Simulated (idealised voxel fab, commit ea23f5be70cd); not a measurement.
The process module presented herein is designated voxel ribs on slabs.
Cross-section cut: width 255 nm, square cells of 5 nm.
Just so we're on the same page, the cross-sections are grids of square cells, and they're listed out in bands top to bottom, each band one or more rows deep.
Heights first: top, then bottom, in nm. Then materials, left to right, each with a width in nm. "all across" on a single material: fills the band edge to edge. "blank": empty space.
Height is counted from the level 0, under which the received wafer is composed throughout of one material. The lowest of the bands is not closed at the bottom but continues downward, in the notation "top 0, no bottom".
Width spec "30 to 40" -> top row of cells at first value, bottom row at second value, equal per-row change in between.
The cross-section has no changed cell in any step marked "no alteration".
In the "Closed voids list" entry, you get each enclosed empty space of 8 cells or more, one with no open way to the top, written width x height at distance, distance from the left edge, in nm.
If you see something after the settings on a step's line, that's the simulator's own remark about that step.
The "overlay nm" setting may appear on a step's line; for a step that uses a mask, it gives how far to the right of its planned position the mask lay, and a negative value indicates the left.
-- The planned process steps are enumerated hereunder
1: RECEIVE, material Si
2: DIRECTIONAL_DEP, material SiO2, thk nm 25
3: DIRECTIONAL_DEP, material polySi, thk nm 25
4: MASKED_ETCH, tone cover, mask id RIB, width nm 20, etch materials polySi, depth nm 5, overlay nm 0
5: DIRECTIONAL_DEP, material aC, thk nm 15
6: PATTERN, tone cover, mask id SLAB, material resist, width nm 70, thk nm 30, overlay nm 0
7: DIRECTIONAL_ETCH, etch materials aC, depth nm 15
8: STRIP, etch materials resist
9: DIRECTIONAL_ETCH, etch materials polySi, depth nm 20
10: STRIP, etch materials aC
11: FILL_DEP, material SiO2, thk nm 15
12: CMP, height nm 60
13: DIRECTIONAL_DEP, material TiN, thk nm 5
14: MASKED_ETCH, tone cover, mask id HEATER, width nm 30, etch materials TiN, depth nm 5, overlay nm 0
15: CONFORMAL_DEP, material SiO2, thk nm 10
-- Shown in cross-section is the wafer as received, that is, as it stands after step 1
	top 0, no bottom: Si all across
	Closed voids list: none
-- The following cross-section depicts the wafer upon conclusion of the module. Processing commenced from the starting condition illustrated above and adhered to the plan illustrated above, save for one mistake in execution
	top 75, bottom 70: blank (100) / SiO2 (50) / blank (105)
	top 70, bottom 65: SiO2 all across
	top 65, bottom 60: SiO2 (110) / TiN (30) / SiO2 (115)
	top 60, bottom 55: SiO2 all across
	top 55, bottom 50: SiO2 (115) / polySi (20) / SiO2 (120)
	top 50, bottom 30: SiO2 (90) / polySi (70) / SiO2 (95)
	top 30, bottom 0: SiO2 all across
	top 0, no bottom: Si all across
	Closed voids list: none
Diagnosis: step 2 deviated from plan and actually ran as DIRECTIONAL_DEP, material SiO2, thk nm 30
